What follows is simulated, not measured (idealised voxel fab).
This section sets out a process module, namely voxel spacer lines.
The figure presents cross-section cut, which has a width of 175 nm and is divided into square cells with an edge length of 5 nm.
Cross-section spec: square-cell grid; bands listed top down; each band is one or more rows.
It is stipulated that each band's entry specify, in nanometres, the height of the top of the band and then that of its bottom, followed by the materials of the band in left-to-right sequence, each together with its width in nanometres. A single material marked by the word "full width" is understood to fill the band from edge to edge; the word "blank" is understood to denote empty space.
Convention: height 0 is the level below which the wafer, as received, is all one material. The lowest band does not terminate at the bottom but continues downward, represented as "0 and below".
With a width like "30->40", each row of cells in the band differs from the next by the same amount, the top row carrying the first number and the bottom row the second.
Key: "nothing different" - step with no changed cell in the cross-section.
Closed cavities: empty space of 8 cells or more with no open way to the top, each as width x height at its distance from the left edge, in nm
Where a step's line continues beyond its settings, the continuation is a remark by the simulator itself on that step.
When a step includes a mask, the "overlay nm" setting on its line states how far to the right of its planned place that mask lay, and negative values state how far to the left.
### Planned step list for the process
1 RECEIVE, material Si
2 CONFORMAL_DEP, material Al2O3, thk nm 5
3 DIRECTIONAL_DEP, material TiN, thk nm 20
4 DIRECTIONAL_DEP, material aC, thk nm 30
5 PATTERN, tone cover, mask id MANDREL, material resist, width nm 20, pitch nm 60, thk nm 40, overlay nm 0
6 DIRECTIONAL_ETCH, etch materials aC, depth nm 30
7 STRIP, etch materials resist
8 CONFORMAL_DEP, material SiO2, thk nm 10
9 DIRECTIONAL_ETCH, etch materials SiO2, depth nm 10
10 STRIP, etch materials aC
11 DIRECTIONAL_ETCH, etch materials TiN, depth nm 20
12 STRIP, etch materials SiO2
### First of two wafers, processed according to plan
### The cross-section here shows the wafer as received, i.e. in its state after step 1
0 and below = Si full width
Closed cavities: none
### How the wafer stands in section after step 2
5 down to 0 = Al2O3 full width
Rest of section, below 0: as before.
### How the wafer stands in section after step 3
25 down to 5 = TiN full width
Rest of section, below 5: as before.
### How the wafer stands in section after step 4
55 down to 25 = aC full width
Rest of section, below 25: as before.
### How the wafer stands in section after step 5
95 down to 55 = blank 15 nm  resist 20 nm  blank 40 nm  resist 20 nm  blank 40 nm  resist 20 nm  blank 20 nm
Rest of section, below 55: as before.
### How the wafer stands in section after step 6
65 down to 55 = blank 15 nm  resist 20 nm  blank 40 nm  resist 20 nm  blank 40 nm  resist 20 nm  blank 20 nm
55 down to 25 = blank 15 nm  aC 20 nm  blank 40 nm  aC 20 nm  blank 40 nm  aC 20 nm  blank 20 nm
Rest of section, below 25: as before.
### How the wafer stands in section after step 7
55 down to 25 = blank 15 nm  aC 20 nm  blank 40 nm  aC 20 nm  blank 40 nm  aC 20 nm  blank 20 nm
Rest of section, below 25: as before.
### How the wafer stands in section after step 8
65 down to 55 = blank 5 nm  SiO2 40 nm  blank 20 nm  SiO2 40 nm  blank 20 nm  SiO2 40 nm  blank 10 nm
55 down to 35 = blank 5 nm  SiO2 10 nm  aC 20 nm  SiO2 10 nm  blank 20 nm  SiO2 10 nm  aC 20 nm  SiO2 10 nm  blank 20 nm  SiO2 10 nm  aC 20 nm  SiO2 10 nm  blank 10 nm
35 down to 25 = SiO2 15 nm  aC 20 nm  SiO2 40 nm  aC 20 nm  SiO2 40 nm  aC 20 nm  SiO2 20 nm
Rest of section, below 25: as before.
### How the wafer stands in section after step 9
55 down to 25 = blank 5 nm  SiO2 10 nm  aC 20 nm  SiO2 10 nm  blank 20 nm  SiO2 10 nm  aC 20 nm  SiO2 10 nm  blank 20 nm  SiO2 10 nm  aC 20 nm  SiO2 10 nm  blank 10 nm
Rest of section, below 25: as before.
### How the wafer stands in section after step 10
55 down to 25 = blank 5 nm  SiO2 10 nm  blank 20 nm  SiO2 10 nm  blank 20 nm  SiO2 10 nm  blank 20 nm  SiO2 10 nm  blank 20 nm  SiO2 10 nm  blank 20 nm  SiO2 10 nm  blank 10 nm
Rest of section, below 25: as before.
### How the wafer stands in section after step 11
55 down to 25 = blank 5 nm  SiO2 10 nm  blank 20 nm  SiO2 10 nm  blank 20 nm  SiO2 10 nm  blank 20 nm  SiO2 10 nm  blank 20 nm  SiO2 10 nm  blank 20 nm  SiO2 10 nm  blank 10 nm
25 down to 5 = blank 5 nm  TiN 10 nm  blank 20 nm  TiN 10 nm  blank 20 nm  TiN 10 nm  blank 20 nm  TiN 10 nm  blank 20 nm  TiN 10 nm  blank 20 nm  TiN 10 nm  blank 10 nm
Rest of section, below 5: as before.
### How the wafer stands in section after step 12
25 down to 5 = blank 5 nm  TiN 10 nm  blank 20 nm  TiN 10 nm  blank 20 nm  TiN 10 nm  blank 20 nm  TiN 10 nm  blank 20 nm  TiN 10 nm  blank 20 nm  TiN 10 nm  blank 10 nm
Rest of section, below 5: as before.
### Second wafer - shared start and plan with the first - one error in running - same as the first up to step 4 inclusive
### Cross-section of the second wafer at the time by which step 5 should have been completed according to the plan
95 down to 55 = blank 20 nm  resist 20 nm  blank 40 nm  resist 20 nm  blank 40 nm  resist 20 nm  blank 15 nm
Rest of section, below 55: as before.
### Cross-section of the second wafer at the time by which step 6 should have been completed according to the plan
65 down to 55 = blank 20 nm  resist 20 nm  blank 40 nm  resist 20 nm  blank 40 nm  resist 20 nm  blank 15 nm
55 down to 25 = blank 20 nm  aC 20 nm  blank 40 nm  aC 20 nm  blank 40 nm  aC 20 nm  blank 15 nm
Rest of section, below 25: as before.
### Cross-section of the second wafer at the time by which step 7 should have been completed according to the plan
55 down to 25 = blank 20 nm  aC 20 nm  blank 40 nm  aC 20 nm  blank 40 nm  aC 20 nm  blank 15 nm
Rest of section, below 25: as before.
### Cross-section of the second wafer at the time by which step 8 should have been completed according to the plan
65 down to 55 = blank 10 nm  SiO2 40 nm  blank 20 nm  SiO2 40 nm  blank 20 nm  SiO2 40 nm  blank 5 nm
55 down to 35 = blank 10 nm  SiO2 10 nm  aC 20 nm  SiO2 10 nm  blank 20 nm  SiO2 10 nm  aC 20 nm  SiO2 10 nm  blank 20 nm  SiO2 10 nm  aC 20 nm  SiO2 10 nm  blank 5 nm
35 down to 25 = SiO2 20 nm  aC 20 nm  SiO2 40 nm  aC 20 nm  SiO2 40 nm  aC 20 nm  SiO2 15 nm
Rest of section, below 25: as before.
### Cross-section of the second wafer at the time by which step 9 should have been completed according to the plan
55 down to 25 = blank 10 nm  SiO2 10 nm  aC 20 nm  SiO2 10 nm  blank 20 nm  SiO2 10 nm  aC 20 nm  SiO2 10 nm  blank 20 nm  SiO2 10 nm  aC 20 nm  SiO2 10 nm  blank 5 nm
Rest of section, below 25: as before.
### Cross-section of the second wafer at the time by which step 10 should have been completed according to the plan
55 down to 25 = blank 10 nm  SiO2 10 nm  blank 20 nm  SiO2 10 nm  blank 20 nm  SiO2 10 nm  blank 20 nm  SiO2 10 nm  blank 20 nm  SiO2 10 nm  blank 20 nm  SiO2 10 nm  blank 5 nm
Rest of section, below 25: as before.
### Cross-section of the second wafer at the time by which step 11 should have been completed according to the plan
55 down to 25 = blank 10 nm  SiO2 10 nm  blank 20 nm  SiO2 10 nm  blank 20 nm  SiO2 10 nm  blank 20 nm  SiO2 10 nm  blank 20 nm  SiO2 10 nm  blank 20 nm  SiO2 10 nm  blank 5 nm
25 down to 5 = blank 10 nm  TiN 10 nm  blank 20 nm  TiN 10 nm  blank 20 nm  TiN 10 nm  blank 20 nm  TiN 10 nm  blank 20 nm  TiN 10 nm  blank 20 nm  TiN 10 nm  blank 5 nm
Rest of section, below 5: as before.
### Cross-section of the second wafer at the time by which step 12 should have been completed according to the plan
25 down to 5 = blank 10 nm  TiN 10 nm  blank 20 nm  TiN 10 nm  blank 20 nm  TiN 10 nm  blank 20 nm  TiN 10 nm  blank 20 nm  TiN 10 nm  blank 20 nm  TiN 10 nm  blank 5 nm
Rest of section, below 5: as before.
Against the plan, the run slipped here: step 5 was processed under conditions differing from the plan, specifically as PATTERN, tone cover, mask id MANDREL, material resist, width nm 20, pitch nm 60, thk nm 40, overlay nm 5
So at the finish, the second wafer's got exactly as many cells of each material as the first, just not in the same spots.
